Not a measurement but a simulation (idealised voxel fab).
Process module in this document: voxel wiring stack
Cross-section cut: width 295 nm, square cells of 5 nm.
How to read a cross-section here: the picture is a grid of square cells, written as bands going from the top down, and any band can span one or more rows of cells. Heads up on the band format: heights come first, top then bottom, in nm. After that it's the materials left to right, each with its width in nm. A single material flagged "all across" fills the whole band edge to edge, and "air" means there's empty space there. For the purposes of this specification, 0 denotes the height below which the wafer in its as-received condition is composed wholly of one material, and the lowermost band, lacking a lower limit, extends downward without end, as expressed in "top 0, no bottom". Top row gets the first number, bottom row gets the second, and each row in between changes by the same step: that is how a band width like "30 to 40" works. Step note "same as before" = no cross-section cell changed. This entry, "Sealed internal cavities", enumerates those empty regions of no fewer than 8 cells that possess no open connection to the top. Each region is reported in the form width x height at distance, the distance being taken from the left edge, with all three quantities expressed in nm. The remark found on a step's line after its settings is issued by the simulator itself and pertains to that step. The setting "overlay nm" may be written on the line of a step. When the step uses a mask, the value reports how far to the right of the planned place the mask lay, and a negative value reports that it lay to the left. In what follows, pairs of cross-sections are presented, each taken before and after one process step, with the after cross-section shown only down to the lowest band that was altered; the step, together with its settings, is stated below the pair. The pairs may stem from different runs of this module on the same starting wafer; accordingly, a pair should be taken as continuing from the one above it solely where its entry headed "Before the step" indicates as much.
## Before the step
    top 115, bottom 110 | air: 50 | SiCN: 35 | air: 65 | SiCN: 35 | air: 110
    top 110, bottom 105 | air: 50 | SiCN: 5 | W: 25 | SiCN: 5 | air: 65 | SiCN: 5 | W: 25 | SiCN: 5 | air: 110
    top 105, bottom 100 | air: 50 | SiCN: 5 | W: 25 | SiCN: 10 | air: 10 | SiCN: 40 | air: 10 | SiCN: 5 | W: 25 | SiCN: 10 | air: 10 | SiCN: 40 | air: 55
    top 100, bottom 85 | air: 50 | SiCN: 5 | W: 30 | SiCN: 5 | air: 10 | SiCN: 5 | W: 30 | SiCN: 5 | air: 10 | SiCN: 5 | W: 30 | SiCN: 5 | air: 10 | SiCN: 5 | W: 30 | SiCN: 5 | air: 55
    top 85, bottom 80 | air: 40 | SiCN: 15 | TiN: 25 | W: 5 | SiCN: 5 | air: 10 | SiCN: 5 | W: 30 | SiCN: 20 | TiN: 25 | W: 5 | SiCN: 5 | air: 10 | SiCN: 5 | W: 30 | SiCN: 5 | air: 55
    top 80, bottom 75 | air: 40 | SiCN: 5 | Ru: 35 | W: 5 | SiCN: 5 | air: 10 | SiCN: 5 | W: 30 | SiCN: 10 | Ru: 35 | W: 5 | SiCN: 5 | air: 10 | SiCN: 5 | W: 30 | SiCN: 5 | air: 55
    top 75, bottom 70 | SiCN: 45 | Ru: 35 | TiN: 5 | SiCN: 20 | TiN: 30 | SiCN: 10 | Ru: 35 | TiN: 5 | SiCN: 20 | TiN: 30 | SiCN: 60
    top 70, bottom 65 | SiCN: 55 | Ru: 15 | SiCN: 85 | Ru: 15 | SiCN: 125
    top 65, bottom 55 | lowk: 55 | TiN: 5 | Ru: 20 | TiN: 5 | lowk: 20 | TiN: 5 | Ru: 20 | TiN: 5 | lowk: 20 | TiN: 5 | Ru: 20 | TiN: 5 | lowk: 20 | TiN: 5 | Ru: 20 | TiN: 5 | lowk: 60
    top 55, bottom 50 | lowk: 55 | TiN: 5 | Ru: 5 | TiN: 20 | lowk: 20 | TiN: 5 | Ru: 5 | TiN: 20 | lowk: 20 | TiN: 5 | Ru: 5 | TiN: 20 | lowk: 20 | TiN: 5 | Ru: 5 | TiN: 20 | lowk: 60
    top 50, bottom 40 | lowk: 55 | TiN: 5 | Ru: 5 | TiN: 5 | lowk: 35 | TiN: 5 | Ru: 5 | TiN: 5 | lowk: 35 | TiN: 5 | Ru: 5 | TiN: 5 | lowk: 35 | TiN: 5 | Ru: 5 | TiN: 5 | lowk: 75
    top 40, bottom 35 | SiCN: 55 | TiN: 15 | SiCN: 35 | TiN: 15 | SiCN: 35 | TiN: 15 | SiCN: 35 | TiN: 15 | SiCN: 75
    top 35, bottom 15 | SiO2: 55 | Ru: 30 | SiO2: 20 | Ru: 30 | SiO2: 20 | Ru: 30 | SiO2: 20 | Ru: 30 | SiO2: 60
    top 15, bottom 10 | SiO2: 55 | TiN: 30 | SiO2: 20 | TiN: 30 | SiO2: 20 | TiN: 30 | SiO2: 20 | TiN: 30 | SiO2: 60
    top 10, bottom 0 | SiO2 all across
    top 0, no bottom | Si all across
    Sealed internal cavities: none
## Post-Step Geometry
    top 120, bottom 115 | lowk all across
    top 115, bottom 110 | lowk: 50 | SiCN: 35 | lowk: 65 | SiCN: 35 | lowk: 110
    top 110, bottom 105 | lowk: 50 | SiCN: 5 | W: 25 | SiCN: 5 | lowk: 65 | SiCN: 5 | W: 25 | SiCN: 5 | lowk: 110
    top 105, bottom 100 | lowk: 50 | SiCN: 5 | W: 25 | SiCN: 10 | lowk: 10 | SiCN: 40 | lowk: 10 | SiCN: 5 | W: 25 | SiCN: 10 | lowk: 10 | SiCN: 40 | lowk: 55
    top 100, bottom 85 | lowk: 50 | SiCN: 5 | W: 30 | SiCN: 5 | lowk: 10 | SiCN: 5 | W: 30 | SiCN: 5 | lowk: 10 | SiCN: 5 | W: 30 | SiCN: 5 | lowk: 10 | SiCN: 5 | W: 30 | SiCN: 5 | lowk: 55
    top 85, bottom 80 | lowk: 40 | SiCN: 15 | TiN: 25 | W: 5 | SiCN: 5 | lowk: 10 | SiCN: 5 | W: 30 | SiCN: 20 | TiN: 25 | W: 5 | SiCN: 5 | lowk: 10 | SiCN: 5 | W: 30 | SiCN: 5 | lowk: 55
    top 80, bottom 75 | lowk: 40 | SiCN: 5 | Ru: 35 | W: 5 | SiCN: 5 | lowk: 10 | SiCN: 5 | W: 30 | SiCN: 10 | Ru: 35 | W: 5 | SiCN: 5 | lowk: 10 | SiCN: 5 | W: 30 | SiCN: 5 | lowk: 55
    Under 75: no change, same as before.
    Sealed internal cavities: none
Step between the cross-sections above: FILL_DEP,material lowk,thk nm 5
Before the step: For the state before this step, see the after cross-section of the pair located directly above.
## Post-Step Geometry
    top 110, bottom 105 | lowk: 50 | SiCN: 5 | W: 25 | SiCN: 5 | lowk: 65 | SiCN: 5 | W: 25 | SiCN: 5 | lowk: 110
    Under 105: no change, same as before.
    Sealed internal cavities: none
Step between the cross-sections above: CMP,height nm 110
Before the step: For the state before this step, see the after cross-section of the pair located directly above.
## Post-Step Geometry
    top 115, bottom 110 | SiCN all across
    Under 110: no change, same as before.
    Sealed internal cavities: none
Step between the cross-sections above: CONFORMAL_DEP,material SiCN,thk nm 5
Before the step: For the state before this step, see the after cross-section of the pair located directly above.
## Post-Step Geometry
    top 140, bottom 115 | SiO2 all across
    Under 115: no change, same as before.
    Sealed internal cavities: none
Step between the cross-sections above: DIRECTIONAL_DEP,material SiO2,thk nm 25
Before the step: For the state before this step, see the after cross-section of the pair located directly above.
## Post-Step Geometry
    top 150, bottom 140 | aC all across
    Under 140: no change, same as before.
    Sealed internal cavities: none
Step between the cross-sections above: DIRECTIONAL_DEP,material aC,thk nm 10
Before the step: For the state before this step, see the after cross-section of the pair located directly above.
## Post-Step Geometry
    top 175, bottom 150 | resist: 55 | air: 30 | resist: 20 | air: 30 | resist: 20 | air: 30 | resist: 20 | air: 30 | resist: 60
    Under 150: no change, same as before.
    Sealed internal cavities: none
Step between the cross-sections above: PATTERN,tone open,mask id METAL_4,material resist,width nm 30,pitch nm 50,thk nm 25,overlay nm 0
Before the step: For the state before this step, see the after cross-section of the pair located directly above.
## Post-Step Geometry
    top 165, bottom 150 | resist: 55 | air: 30 | resist: 20 | air: 30 | resist: 20 | air: 30 | resist: 20 | air: 30 | resist: 60
    top 150, bottom 140 | aC: 55 | air: 30 | aC: 20 | air: 30 | aC: 20 | air: 30 | aC: 20 | air: 30 | aC: 60
    Under 140: no change, same as before.
    Sealed internal cavities: none
Step between the cross-sections above: DIRECTIONAL_ETCH,etch materials aC,depth nm 10
Before the step: For the state before this step, see the after cross-section of the pair located directly above.
## Post-Step Geometry
    top 150, bottom 140 | aC: 55 | air: 30 | aC: 20 | air: 30 | aC: 20 | air: 30 | aC: 20 | air: 30 | aC: 60
    Under 140: no change, same as before.
    Sealed internal cavities: none
Step between the cross-sections above: STRIP,etch materials resist
Before the step: For the state before this step, see the after cross-section of the pair located directly above.
## Post-Step Geometry
    top 150, bottom 140 | aC: 55 | air: 30 | aC: 20 | air: 30 | aC: 20 | air: 30 | aC: 20 | air: 30 | aC: 60
    top 140, bottom 125 | SiO2: 55 | air: 30 | SiO2: 20 | air: 30 | SiO2: 20 | air: 30 | SiO2: 20 | air: 30 | SiO2: 60
    Under 125: no change, same as before.
    Sealed internal cavities: none
Step between the cross-sections above: DIRECTIONAL_ETCH,etch materials SiO2,depth nm 15
Before the step: For the state before this step, see the after cross-section of the pair located directly above.
## Post-Step Geometry
    top 140, bottom 125 | SiO2: 55 | air: 30 | SiO2: 20 | air: 30 | SiO2: 20 | air: 30 | SiO2: 20 | air: 30 | SiO2: 60
    Under 125: no change, same as before.
    Sealed internal cavities: none
Step between the cross-sections above: STRIP,etch materials aC
Before the step: For the state before this step, see the after cross-section of the pair located directly above.
## Post-Step Geometry
    top 140, bottom 125 | SiO2: 55 | air: 30 | SiO2: 20 | air: 30 | SiO2: 20 | air: 30 | SiO2: 20 | air: 30 | SiO2: 60
    top 125, bottom 115 | SiO2: 55 | air: 15 | SiO2: 35 | air: 15 | SiO2: 35 | air: 15 | SiO2: 35 | air: 15 | SiO2: 75
    Under 115: no change, same as before.
    Sealed internal cavities: none
Step between the cross-sections above: MASKED_ETCH,tone open,mask id METAL_4_HOLES,width nm 15,pitch nm 50,etch materials SiO2,depth nm 10,overlay nm 0
Before the step: For the state before this step, see the after cross-section of the pair located directly above.
## Post-Step Geometry
    top 140, bottom 125 | SiO2: 55 | air: 30 | SiO2: 20 | air: 30 | SiO2: 20 | air: 30 | SiO2: 20 | air: 30 | SiO2: 60
    top 125, bottom 115 | SiO2: 55 | air: 15 | SiO2: 35 | air: 15 | SiO2: 35 | air: 15 | SiO2: 35 | air: 15 | SiO2: 75
    top 115, bottom 110 | SiCN: 55 | air: 15 | SiCN: 35 | air: 15 | SiCN: 35 | air: 15 | SiCN: 35 | air: 15 | SiCN: 75
    Under 110: no change, same as before.
    Sealed internal cavities: none
Step between the cross-sections above: MASKED_ETCH,tone open,mask id METAL_4_HOLES,width nm 15,pitch nm 50,etch materials SiCN,depth nm 5,overlay nm 0
Before the step: For the state before this step, see the after cross-section of the pair located directly above.
## Post-Step Geometry
    top 145, bottom 140 | TiN: 60 | air: 20 | TiN: 30 | air: 20 | TiN: 30 | air: 20 | TiN: 30 | air: 20 | TiN: 65
    top 140, bottom 130 | SiO2: 55 | TiN: 5 | air: 20 | TiN: 5 | SiO2: 20 | TiN: 5 | air: 20 | TiN: 5 | SiO2: 20 | TiN: 5 | air: 20 | TiN: 5 | SiO2: 20 | TiN: 5 | air: 20 | TiN: 5 | SiO2: 60
    top 130, bottom 125 | SiO2: 55 | TiN: 5 | air: 5 | TiN: 20 | SiO2: 20 | TiN: 5 | air: 5 | TiN: 20 | SiO2: 20 | TiN: 5 | air: 5 | TiN: 20 | SiO2: 20 | TiN: 5 | air: 5 | TiN: 20 | SiO2: 60
    top 125, bottom 115 | SiO2: 55 | TiN: 5 | air: 5 | TiN: 5 | SiO2: 35 | TiN: 5 | air: 5 | TiN: 5 | SiO2: 35 | TiN: 5 | air: 5 | TiN: 5 | SiO2: 35 | TiN: 5 | air: 5 | TiN: 5 | SiO2: 75
    top 115, bottom 110 | SiCN: 55 | TiN: 15 | SiCN: 35 | TiN: 15 | SiCN: 35 | TiN: 15 | SiCN: 35 | TiN: 15 | SiCN: 75
    Under 110: no change, same as before.
    Sealed internal cavities: none
Step between the cross-sections above: CONFORMAL_DEP,material TiN,thk nm 5
Before the step: For the state before this step, see the after cross-section of the pair located directly above.
## Post-Step Geometry
    top 155, bottom 145 | Cu all across
    top 145, bottom 140 | TiN: 60 | Cu: 20 | TiN: 30 | Cu: 20 | TiN: 30 | Cu: 20 | TiN: 30 | Cu: 20 | TiN: 65
    top 140, bottom 130 | SiO2: 55 | TiN: 5 | Cu: 20 | TiN: 5 | SiO2: 20 | TiN: 5 | Cu: 20 | TiN: 5 | SiO2: 20 | TiN: 5 | Cu: 20 | TiN: 5 | SiO2: 20 | TiN: 5 | Cu: 20 | TiN: 5 | SiO2: 60
    top 130, bottom 125 | SiO2: 55 | TiN: 5 | Cu: 5 | TiN: 20 | SiO2: 20 | TiN: 5 | Cu: 5 | TiN: 20 | SiO2: 20 | TiN: 5 | Cu: 5 | TiN: 20 | SiO2: 20 | TiN: 5 | Cu: 5 | TiN: 20 | SiO2: 60
    top 125, bottom 115 | SiO2: 55 | TiN: 5 | Cu: 5 | TiN: 5 | SiO2: 35 | TiN: 5 | Cu: 5 | TiN: 5 | SiO2: 35 | TiN: 5 | Cu: 5 | TiN: 5 | SiO2: 35 | TiN: 5 | Cu: 5 | TiN: 5 | SiO2: 75
    Under 115: no change, same as before.
    Sealed internal cavities: none
Step between the cross-sections above: FILL_DEP,material Cu,thk nm 10
Before the step: For the state before this step, see the after cross-section of the pair located directly above.
## Post-Step Geometry
    top 140, bottom 130 | SiO2: 55 | TiN: 5 | Cu: 20 | TiN: 5 | SiO2: 20 | TiN: 5 | Cu: 20 | TiN: 5 | SiO2: 20 | TiN: 5 | Cu: 20 | TiN: 5 | SiO2: 20 | TiN: 5 | Cu: 20 | TiN: 5 | SiO2: 60
    Under 130: no change, same as before.
    Sealed internal cavities: none
Step between the cross-sections above: CMP,height nm 140
Before the step: For the state before this step, see the after cross-section of the pair located directly above.
## Post-Step Geometry
    top 145, bottom 140 | SiN all across
    Under 140: no change, same as before.
    Sealed internal cavities: none
Step between the cross-sections above: CONFORMAL_DEP,material SiN,thk nm 5
## Before the step
    top 80, bottom 75 | SiO2: 55 | air: 15 | SiO2: 85 | air: 15 | SiO2: 125
    top 75, bottom 70 | SiO2: 55 | Ru: 15 | SiO2: 85 | Ru: 15 | SiO2: 125
    top 70, bottom 65 | SiCN: 55 | Ru: 15 | SiCN: 85 | Ru: 15 | SiCN: 125
    top 65, bottom 55 | lowk: 55 | TiN: 5 | Ru: 20 | TiN: 5 | lowk: 20 | TiN: 5 | Ru: 20 | TiN: 5 | lowk: 20 | TiN: 5 | Ru: 20 | TiN: 5 | lowk: 20 | TiN: 5 | Ru: 20 | TiN: 5 | lowk: 60
    top 55, bottom 50 | lowk: 55 | TiN: 5 | Ru: 5 | TiN: 20 | lowk: 20 | TiN: 5 | Ru: 5 | TiN: 20 | lowk: 20 | TiN: 5 | Ru: 5 | TiN: 20 | lowk: 20 | TiN: 5 | Ru: 5 | TiN: 20 | lowk: 60
    top 50, bottom 40 | lowk: 55 | TiN: 5 | Ru: 5 | TiN: 5 | lowk: 35 | TiN: 5 | Ru: 5 | TiN: 5 | lowk: 35 | TiN: 5 | Ru: 5 | TiN: 5 | lowk: 35 | TiN: 5 | Ru: 5 | TiN: 5 | lowk: 75
    top 40, bottom 35 | SiCN: 55 | TiN: 15 | SiCN: 35 | TiN: 15 | SiCN: 35 | TiN: 15 | SiCN: 35 | TiN: 15 | SiCN: 75
    top 35, bottom 15 | SiO2: 55 | Ru: 30 | SiO2: 20 | Ru: 30 | SiO2: 20 | Ru: 30 | SiO2: 20 | Ru: 30 | SiO2: 60
    top 15, bottom 10 | SiO2: 55 | TiN: 30 | SiO2: 20 | TiN: 30 | SiO2: 20 | TiN: 30 | SiO2: 20 | TiN: 30 | SiO2: 60
    top 10, bottom 0 | SiO2 all across
    top 0, no bottom | Si all across
    Sealed internal cavities: none
## Post-Step Geometry
    top 85, bottom 80 | air: 50 | Ru: 25 | air: 75 | Ru: 25 | air: 120
    top 80, bottom 70 | SiO2: 55 | Ru: 15 | SiO2: 85 | Ru: 15 | SiO2: 125
    Under 70: no change, same as before.
    Sealed internal cavities: none
Step between the cross-sections above: EPI,material Ru,thk nm 10
Before the step: For the state before this step, see the after cross-section of the pair located directly above.
## Post-Step Geometry
    top 90, bottom 80 | air: 45 | Ru: 35 | air: 65 | Ru: 35 | air: 115
    Under 80: no change, same as before.
    Sealed internal cavities: none
Step between the cross-sections above: EPI,material Ru,thk nm 5
Before the step: For the state before this step, see the after cross-section of the pair located directly above.
## Post-Step Geometry
    top 95, bottom 90 | air: 45 | TiN: 35 | air: 65 | TiN: 35 | air: 115
    top 90, bottom 85 | air: 45 | Ru: 35 | air: 65 | Ru: 35 | air: 115
    top 85, bottom 80 | TiN: 45 | Ru: 35 | TiN: 65 | Ru: 35 | TiN: 115
    Under 80: no change, same as before.
    Sealed internal cavities: none
Step between the cross-sections above: DIRECTIONAL_DEP,material TiN,thk nm 5
Before the step: For the state before this step, see the after cross-section of the pair located directly above.
## Post-Step Geometry
    top 120, bottom 110 | air: 45 | W: 35 | air: 65 | W: 35 | air: 115
    top 110, bottom 95 | W all across
    top 95, bottom 90 | W: 45 | TiN: 35 | W: 65 | TiN: 35 | W: 115
    top 90, bottom 85 | W: 45 | Ru: 35 | W: 65 | Ru: 35 | W: 115
    Under 85: no change, same as before.
    Sealed internal cavities: none
Step between the cross-sections above: DIRECTIONAL_DEP,material W,thk nm 25
Before the step: For the state before this step, see the after cross-section of the pair located directly above.
## Post-Step Geometry
    top 120, bottom 110 | air: 55 | W: 25 | air: 75 | W: 25 | air: 115
    top 110, bottom 95 | air: 55 | W: 30 | air: 20 | W: 30 | air: 20 | W: 30 | air: 20 | W: 30 | air: 60
    top 95, bottom 90 | air: 45 | TiN: 35 | W: 5 | air: 20 | W: 30 | air: 10 | TiN: 35 | W: 5 | air: 20 | W: 30 | air: 60
    top 90, bottom 85 | air: 45 | Ru: 35 | W: 5 | air: 20 | W: 30 | air: 10 | Ru: 35 | W: 5 | air: 20 | W: 30 | air: 60
    Under 85: no change, same as before.
    Sealed internal cavities: none
Step between the cross-sections above: MASKED_ETCH,tone cover,mask id METAL_3,width nm 30,pitch nm 50,etch materials W,depth nm 25,overlay nm 0
Before the step: For the state before this step, see the after cross-section of the pair located directly above.
## Post-Step Geometry
    top 120, bottom 110 | air: 55 | W: 25 | air: 75 | W: 25 | air: 115
    top 110, bottom 95 | air: 55 | W: 30 | air: 20 | W: 30 | air: 20 | W: 30 | air: 20 | W: 30 | air: 60
    top 95, bottom 90 | air: 55 | TiN: 25 | W: 5 | air: 20 | W: 30 | air: 20 | TiN: 25 | W: 5 | air: 20 | W: 30 | air: 60
    top 90, bottom 85 | air: 45 | Ru: 35 | W: 5 | air: 20 | W: 30 | air: 10 | Ru: 35 | W: 5 | air: 20 | W: 30 | air: 60
    top 85, bottom 80 | air: 45 | Ru: 35 | TiN: 5 | air: 20 | TiN: 30 | air: 10 | Ru: 35 | TiN: 5 | air: 20 | TiN: 30 | air: 60
    Under 80: no change, same as before.
    Sealed internal cavities: none
Step between the cross-sections above: MASKED_ETCH,tone cover,mask id METAL_3,width nm 30,pitch nm 50,etch materials TiN,depth nm 5,overlay nm 0
Before the step: For the state before this step, see the after cross-section of the pair located directly above.
## Post-Step Geometry
    top 125, bottom 120 | air: 50 | SiCN: 35 | air: 65 | SiCN: 35 | air: 110
    top 120, bottom 115 | air: 50 | SiCN: 5 | W: 25 | SiCN: 5 | air: 65 | SiCN: 5 | W: 25 | SiCN: 5 | air: 110
    top 115, bottom 110 | air: 50 | SiCN: 5 | W: 25 | SiCN: 10 | air: 10 | SiCN: 40 | air: 10 | SiCN: 5 | W: 25 | SiCN: 10 | air: 10 | SiCN: 40 | air: 55
    top 110, bottom 95 | air: 50 | SiCN: 5 | W: 30 | SiCN: 5 | air: 10 | SiCN: 5 | W: 30 | SiCN: 5 | air: 10 | SiCN: 5 | W: 30 | SiCN: 5 | air: 10 | SiCN: 5 | W: 30 | SiCN: 5 | air: 55
    top 95, bottom 90 | air: 40 | SiCN: 15 | TiN: 25 | W: 5 | SiCN: 5 | air: 10 | SiCN: 5 | W: 30 | SiCN: 20 | TiN: 25 | W: 5 | SiCN: 5 | air: 10 | SiCN: 5 | W: 30 | SiCN: 5 | air: 55
    top 90, bottom 85 | air: 40 | SiCN: 5 | Ru: 35 | W: 5 | SiCN: 5 | air: 10 | SiCN: 5 | W: 30 | SiCN: 10 | Ru: 35 | W: 5 | SiCN: 5 | air: 10 | SiCN: 5 | W: 30 | SiCN: 5 | air: 55
    top 85, bottom 80 | SiCN: 45 | Ru: 35 | TiN: 5 | SiCN: 20 | TiN: 30 | SiCN: 10 | Ru: 35 | TiN: 5 | SiCN: 20 | TiN: 30 | SiCN: 60
    Under 80: no change, same as before.
    Sealed internal cavities: none
Step between the cross-sections above: CONFORMAL_DEP,material SiCN,thk nm 5
Before the step: For the state before this step, see the after cross-section of the pair located directly above.
## Post-Step Geometry
    top 130, bottom 125 | lowk all across
    top 125, bottom 120 | lowk: 50 | SiCN: 35 | lowk: 65 | SiCN: 35 | lowk: 110
    top 120, bottom 115 | lowk: 50 | SiCN: 5 | W: 25 | SiCN: 5 | lowk: 65 | SiCN: 5 | W: 25 | SiCN: 5 | lowk: 110
    top 115, bottom 110 | lowk: 50 | SiCN: 5 | W: 25 | SiCN: 10 | lowk: 10 | SiCN: 40 | lowk: 10 | SiCN: 5 | W: 25 | SiCN: 10 | lowk: 10 | SiCN: 40 | lowk: 55
    top 110, bottom 95 | lowk: 50 | SiCN: 5 | W: 30 | SiCN: 5 | lowk: 10 | SiCN: 5 | W: 30 | SiCN: 5 | lowk: 10 | SiCN: 5 | W: 30 | SiCN: 5 | lowk: 10 | SiCN: 5 | W: 30 | SiCN: 5 | lowk: 55
    top 95, bottom 90 | lowk: 40 | SiCN: 15 | TiN: 25 | W: 5 | SiCN: 5 | lowk: 10 | SiCN: 5 | W: 30 | SiCN: 20 | TiN: 25 | W: 5 | SiCN: 5 | lowk: 10 | SiCN: 5 | W: 30 | SiCN: 5 | lowk: 55
    top 90, bottom 85 | lowk: 40 | SiCN: 5 | Ru: 35 | W: 5 | SiCN: 5 | lowk: 10 | SiCN: 5 | W: 30 | SiCN: 10 | Ru: 35 | W: 5 | SiCN: 5 | lowk: 10 | SiCN: 5 | W: 30 | SiCN: 5 | lowk: 55
    Under 85: no change, same as before.
    Sealed internal cavities: none
Step between the cross-sections above: FILL_DEP,material lowk,thk nm 5
Before the step: For the state before this step, see the after cross-section of the pair located directly above.
## Post-Step Geometry
    top 110, bottom 95 | lowk: 50 | SiCN: 5 | W: 30 | SiCN: 5 | lowk: 10 | SiCN: 5 | W: 30 | SiCN: 5 | lowk: 10 | SiCN: 5 | W: 30 | SiCN: 5 | lowk: 10 | SiCN: 5 | W: 30 | SiCN: 5 | lowk: 55
    Under 95: no change, same as before.
    Sealed internal cavities: none
Step between the cross-sections above: CMP,height nm 110
Before the step: For the state before this step, see the after cross-section of the pair located directly above.
## Post-Step Geometry
    top 115, bottom 110 | SiCN all across
    Under 110: no change, same as before.
    Sealed internal cavities: none
Step between the cross-sections above: CONFORMAL_DEP,material SiCN,thk nm 5
Before the step: For the state before this step, see the after cross-section of the pair located directly above.
## Post-Step Geometry
    top 140, bottom 115 | SiO2 all across
    Under 115: no change, same as before.
    Sealed internal cavities: none
Step between the cross-sections above: DIRECTIONAL_DEP,material SiO2,thk nm 25
Before the step: For the state before this step, see the after cross-section of the pair located directly above.
## Post-Step Geometry
    top 150, bottom 140 | aC all across
    Under 140: no change, same as before.
    Sealed internal cavities: none
Step between the cross-sections above: DIRECTIONAL_DEP,material aC,thk nm 10
Before the step: For the state before this step, see the after cross-section of the pair located directly above.
## Post-Step Geometry
    top 175, bottom 150 | resist: 55 | air: 30 | resist: 20 | air: 30 | resist: 20 | air: 30 | resist: 20 | air: 30 | resist: 60
    Under 150: no change, same as before.
    Sealed internal cavities: none
Step between the cross-sections above: PATTERN,tone open,mask id METAL_4,material resist,width nm 30,pitch nm 50,thk nm 25,overlay nm 0
Before the step: For the state before this step, see the after cross-section of the pair located directly above.
## Post-Step Geometry
    top 165, bottom 150 | resist: 55 | air: 30 | resist: 20 | air: 30 | resist: 20 | air: 30 | resist: 20 | air: 30 | resist: 60
    top 150, bottom 140 | aC: 55 | air: 30 | aC: 20 | air: 30 | aC: 20 | air: 30 | aC: 20 | air: 30 | aC: 60
    Under 140: no change, same as before.
    Sealed internal cavities: none
Step between the cross-sections above: DIRECTIONAL_ETCH,etch materials aC,depth nm 10
Before the step: For the state before this step, see the after cross-section of the pair located directly above.
## Post-Step Geometry
    top 150, bottom 140 | aC: 55 | air: 30 | aC: 20 | air: 30 | aC: 20 | air: 30 | aC: 20 | air: 30 | aC: 60
    Under 140: no change, same as before.
    Sealed internal cavities: none
Step between the cross-sections above: STRIP,etch materials resist
Before the step: For the state before this step, see the after cross-section of the pair located directly above.
## Post-Step Geometry
    top 150, bottom 140 | aC: 55 | air: 30 | aC: 20 | air: 30 | aC: 20 | air: 30 | aC: 20 | air: 30 | aC: 60
    top 140, bottom 125 | SiO2: 55 | air: 30 | SiO2: 20 | air: 30 | SiO2: 20 | air: 30 | SiO2: 20 | air: 30 | SiO2: 60
    Under 125: no change, same as before.
    Sealed internal cavities: none
Step between the cross-sections above: DIRECTIONAL_ETCH,etch materials SiO2,depth nm 15
Before the step: For the state before this step, see the after cross-section of the pair located directly above.
## Post-Step Geometry
    top 140, bottom 125 | SiO2: 55 | air: 30 | SiO2: 20 | air: 30 | SiO2: 20 | air: 30 | SiO2: 20 | air: 30 | SiO2: 60
    Under 125: no change, same as before.
    Sealed internal cavities: none
Step between the cross-sections above: STRIP,etch materials aC
Before the step: For the state before this step, see the after cross-section of the pair located directly above.
## Post-Step Geometry
    top 140, bottom 125 | SiO2: 55 | air: 30 | SiO2: 20 | air: 30 | SiO2: 20 | air: 30 | SiO2: 20 | air: 30 | SiO2: 60
    top 125, bottom 115 | SiO2: 55 | air: 15 | SiO2: 35 | air: 15 | SiO2: 35 | air: 15 | SiO2: 35 | air: 15 | SiO2: 75
    Under 115: no change, same as before.
    Sealed internal cavities: none
Step between the cross-sections above: MASKED_ETCH,tone open,mask id METAL_4_HOLES,width nm 15,pitch nm 50,etch materials SiO2,depth nm 10,overlay nm 0
Before the step: For the state before this step, see the after cross-section of the pair located directly above.
## Post-Step Geometry
    top 140, bottom 125 | SiO2: 55 | air: 30 | SiO2: 20 | air: 30 | SiO2: 20 | air: 30 | SiO2: 20 | air: 30 | SiO2: 60
    top 125, bottom 115 | SiO2: 55 | air: 15 | SiO2: 35 | air: 15 | SiO2: 35 | air: 15 | SiO2: 35 | air: 15 | SiO2: 75
    top 115, bottom 110 | SiCN: 55 | air: 15 | SiCN: 35 | air: 15 | SiCN: 35 | air: 15 | SiCN: 35 | air: 15 | SiCN: 75
    Under 110: no change, same as before.
    Sealed internal cavities: none
Step between the cross-sections above: MASKED_ETCH,tone open,mask id METAL_4_HOLES,width nm 15,pitch nm 50,etch materials SiCN,depth nm 5,overlay nm 0
Before the step: For the state before this step, see the after cross-section of the pair located directly above.
## Post-Step Geometry
    top 145, bottom 140 | TiN: 60 | air: 20 | TiN: 30 | air: 20 | TiN: 30 | air: 20 | TiN: 30 | air: 20 | TiN: 65
    top 140, bottom 130 | SiO2: 55 | TiN: 5 | air: 20 | TiN: 5 | SiO2: 20 | TiN: 5 | air: 20 | TiN: 5 | SiO2: 20 | TiN: 5 | air: 20 | TiN: 5 | SiO2: 20 | TiN: 5 | air: 20 | TiN: 5 | SiO2: 60
    top 130, bottom 125 | SiO2: 55 | TiN: 5 | air: 5 | TiN: 20 | SiO2: 20 | TiN: 5 | air: 5 | TiN: 20 | SiO2: 20 | TiN: 5 | air: 5 | TiN: 20 | SiO2: 20 | TiN: 5 | air: 5 | TiN: 20 | SiO2: 60
    top 125, bottom 115 | SiO2: 55 | TiN: 5 | air: 5 | TiN: 5 | SiO2: 35 | TiN: 5 | air: 5 | TiN: 5 | SiO2: 35 | TiN: 5 | air: 5 | TiN: 5 | SiO2: 35 | TiN: 5 | air: 5 | TiN: 5 | SiO2: 75
    top 115, bottom 110 | SiCN: 55 | TiN: 15 | SiCN: 35 | TiN: 15 | SiCN: 35 | TiN: 15 | SiCN: 35 | TiN: 15 | SiCN: 75
    Under 110: no change, same as before.
    Sealed internal cavities: none
Step between the cross-sections above: CONFORMAL_DEP,material TiN,thk nm 5
Before the step: For the state before this step, see the after cross-section of the pair located directly above.
## Post-Step Geometry
    top 155, bottom 145 | Cu all across
    top 145, bottom 140 | TiN: 60 | Cu: 20 | TiN: 30 | Cu: 20 | TiN: 30 | Cu: 20 | TiN: 30 | Cu: 20 | TiN: 65
    top 140, bottom 130 | SiO2: 55 | TiN: 5 | Cu: 20 | TiN: 5 | SiO2: 20 | TiN: 5 | Cu: 20 | TiN: 5 | SiO2: 20 | TiN: 5 | Cu: 20 | TiN: 5 | SiO2: 20 | TiN: 5 | Cu: 20 | TiN: 5 | SiO2: 60
    top 130, bottom 125 | SiO2: 55 | TiN: 5 | Cu: 5 | TiN: 20 | SiO2: 20 | TiN: 5 | Cu: 5 | TiN: 20 | SiO2: 20 | TiN: 5 | Cu: 5 | TiN: 20 | SiO2: 20 | TiN: 5 | Cu: 5 | TiN: 20 | SiO2: 60
    top 125, bottom 115 | SiO2: 55 | TiN: 5 | Cu: 5 | TiN: 5 | SiO2: 35 | TiN: 5 | Cu: 5 | TiN: 5 | SiO2: 35 | TiN: 5 | Cu: 5 | TiN: 5 | SiO2: 35 | TiN: 5 | Cu: 5 | TiN: 5 | SiO2: 75
    Under 115: no change, same as before.
    Sealed internal cavities: none
Step between the cross-sections above: FILL_DEP,material Cu,thk nm 10
Before the step: For the state before this step, see the after cross-section of the pair located directly above.
## Post-Step Geometry
    top 140, bottom 130 | SiO2: 55 | TiN: 5 | Cu: 20 | TiN: 5 | SiO2: 20 | TiN: 5 | Cu: 20 | TiN: 5 | SiO2: 20 | TiN: 5 | Cu: 20 | TiN: 5 | SiO2: 20 | TiN: 5 | Cu: 20 | TiN: 5 | SiO2: 60
    Under 130: no change, same as before.
    Sealed internal cavities: none
Step between the cross-sections above: CMP,height nm 140
Before the step: For the state before this step, see the after cross-section of the pair located directly above.
## Post-Step Geometry
    top 145, bottom 140 | SiN all across
    Under 140: no change, same as before.
    Sealed internal cavities: none
Step between the cross-sections above: CONFORMAL_DEP,material SiN,thk nm 5
